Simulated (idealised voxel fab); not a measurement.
Process module, titled voxel capacitor over wiring
Section cut is 270 nm wide and gridded with 5 nm square cells.
Cross-sections here: square-cell grids, written as top-down lists of bands, a band being one or more rows of cells. The entry gives the band's vertical extent as a top height and a bottom height in nm, then its horizontal make-up as materials from left to right, each with a width in nm. "air" stands for empty space; a single material marked "full width" fills the band edge to edge. All heights in this document are referenced to 0, defined as the level beneath which the wafer, as received, consists entirely of one material. The lowest band is not bounded below; it extends indefinitely downward and is written in the form "from 0 down". A two-number width, for instance "30..40", indicates that the width is equal to the first number in the top row of the band and to the second number in the bottom row, and that it changes by a constant amount per row of cells. "remains unaltered" after a step means that no cell of the cross-section changed. Sealed cavities: empty space of 8 cells or more with no open way to the top, each as width x height at its distance from the left edge, in nm. after a step's settings: what the simulator itself notes on the step. On any step carrying a mask, the "overlay nm" setting, if present on the step's line, tells how far right of its planned place the mask lay; negative values point to the left.

**The planned process steps are enumerated hereunder**
| 1 | RECEIVE (material Si) |
| 2 | CONFORMAL_DEP (material SiO2; thk nm 15) |
| 3 | DIRECTIONAL_DEP (material TiN; thk nm 5) |
| 4 | DIRECTIONAL_DEP (material Ru; thk nm 25) |
| 5 | PATTERN (tone cover; mask id METAL_1; material resist; width nm 20; pitch nm 75; thk nm 15; overlay nm 0) |
| 6 | DIRECTIONAL_ETCH (etch materials Ru; depth nm 25) |
| 7 | DIRECTIONAL_ETCH (etch materials TiN; depth nm 5) |
| 8 | STRIP (etch materials resist) |
| 9 | CONFORMAL_DEP (material SiN; thk nm 5) |
| 10 | FILL_DEP (material lowk; thk nm 10) |
| 11 | CMP (height nm 45) |
| 12 | CONFORMAL_DEP (material SiCN; thk nm 5) |
| 13 | DIRECTIONAL_DEP (material lowk; thk nm 10) |
| 14 | DIRECTIONAL_DEP (material aC; thk nm 10) |
| 15 | PATTERN (tone open; mask id PLUG_1; material resist; width nm 15; thk nm 25; overlay nm 0) |
| 16 | DIRECTIONAL_ETCH (etch materials aC; depth nm 10) |
| 17 | STRIP (etch materials resist) |
| 18 | DIRECTIONAL_ETCH (etch materials lowk; depth nm 10) |
| 19 | DIRECTIONAL_ETCH (etch materials SiCN; depth nm 5) |
| 20 | STRIP (etch materials aC) |
| 21 | CONFORMAL_DEP (material TiN; thk nm 5) |
| 22 | FILL_DEP (material Ru; thk nm 10) |
| 23 | CMP (height nm 60) |
| 24 | DIRECTIONAL_DEP (material TiN; thk nm 10) |
| 25 | DIRECTIONAL_DEP (material SiN; thk nm 5) |
| 26 | DIRECTIONAL_DEP (material TiN; thk nm 10) |
| 27 | PATTERN (tone cover; mask id UPPER_PLATE; material resist; width nm 60; thk nm 20; overlay nm 0) |
| 28 | DIRECTIONAL_ETCH (etch materials TiN; depth nm 10) |
| 29 | DIRECTIONAL_ETCH (etch materials SiN; depth nm 5) |
| 30 | STRIP (etch materials resist) |
| 31 | MASKED_ETCH (tone cover; mask id LOWER_PLATE; width nm 70; etch materials TiN; depth nm 10; overlay nm 0) |
| 32 | FILL_DEP (material SiO2; thk nm 20) |
| 33 | CMP (height nm 100) |
| 34 | DIRECTIONAL_DEP (material aC; thk nm 10) |
| 35 | PATTERN (tone open; mask id PLUG_2; material resist; width nm 15; thk nm 25; overlay nm 0) |
| 36 | DIRECTIONAL_ETCH (etch materials aC; depth nm 10) |
| 37 | STRIP (etch materials resist) |
| 38 | DIRECTIONAL_ETCH (etch materials SiO2; depth nm 15) |
| 39 | STRIP (etch materials aC) |
| 40 | CONFORMAL_DEP (material TiN; thk nm 5) |
| 41 | FILL_DEP (material Ru; thk nm 10) |
| 42 | CMP (height nm 100) |
| 43 | CONFORMAL_DEP (material SiN; thk nm 5) |

**Incoming wafer in cross-section (state: after step 1)**
> from 0 down = Si full width
> Sealed cavities: none

**Here's the cross-section of the first of our two wafers at the end of the module - it ran as planned**
> from 105 to 100 = SiN full width
> from 100 to 90 = SiO2 100 nm, then TiN 5 nm, then Ru 5 nm, then TiN 5 nm, then SiO2 155 nm
> from 90 to 85 = SiO2 100 nm, then TiN 15 nm, then SiO2 155 nm
> from 85 to 75 = SiO2 90 nm, then TiN 60 nm, then SiO2 120 nm
> from 75 to 70 = SiO2 90 nm, then SiN 60 nm, then SiO2 120 nm
> from 70 to 60 = SiO2 85 nm, then TiN 70 nm, then SiO2 115 nm
> from 60 to 50 = lowk 90 nm, then TiN 5 nm, then Ru 5 nm, then TiN 5 nm, then lowk 165 nm
> from 50 to 45 = SiCN 90 nm, then TiN 15 nm, then SiCN 165 nm
> from 45 to 20 = lowk 80 nm, then SiN 5 nm, then Ru 20 nm, then SiN 5 nm, then lowk 45 nm, then SiN 5 nm, then Ru 20 nm, then SiN 5 nm, then lowk 85 nm
> from 20 to 15 = SiN 85 nm, then TiN 20 nm, then SiN 55 nm, then TiN 20 nm, then SiN 90 nm
> from 15 to 0 = SiO2 full width
> from 0 down = Si full width
> Sealed cavities: none

**Cross-section, wafer two of two, end of module: same start and plan as wafer one, one error in execution**
> from 105 to 100 = SiN full width
> from 100 to 90 = SiO2 100 nm, then TiN 5 nm, then Ru 5 nm, then TiN 5 nm, then SiO2 155 nm
> from 90 to 85 = SiO2 100 nm, then TiN 15 nm, then SiO2 155 nm
> from 85 to 80 = SiO2 full width
> from 80 to 75 = SiO2 90 nm, then TiN 60 nm, then SiO2 120 nm
> from 75 to 70 = SiO2 90 nm, then SiN 60 nm, then SiO2 120 nm
> from 70 to 60 = SiO2 85 nm, then TiN 70 nm, then SiO2 115 nm
> from 60 to 50 = lowk 90 nm, then TiN 5 nm, then Ru 5 nm, then TiN 5 nm, then lowk 165 nm
> from 50 to 45 = SiCN 90 nm, then TiN 15 nm, then SiCN 165 nm
> from 45 to 20 = lowk 80 nm, then SiN 5 nm, then Ru 20 nm, then SiN 5 nm, then lowk 45 nm, then SiN 5 nm, then Ru 20 nm, then SiN 5 nm, then lowk 85 nm
> from 20 to 15 = SiN 85 nm, then TiN 20 nm, then SiN 55 nm, then TiN 20 nm, then SiN 90 nm
> from 15 to 0 = SiO2 full width
> from 0 down = Si full width
> Sealed cavities: none
Run error: step 26 deviated from plan and actually ran as DIRECTIONAL_DEP (material TiN; thk nm 5)
End of process, cell counts, second wafer against first, materials with more or fewer: 12 more of SiO2; 12 fewer of TiN
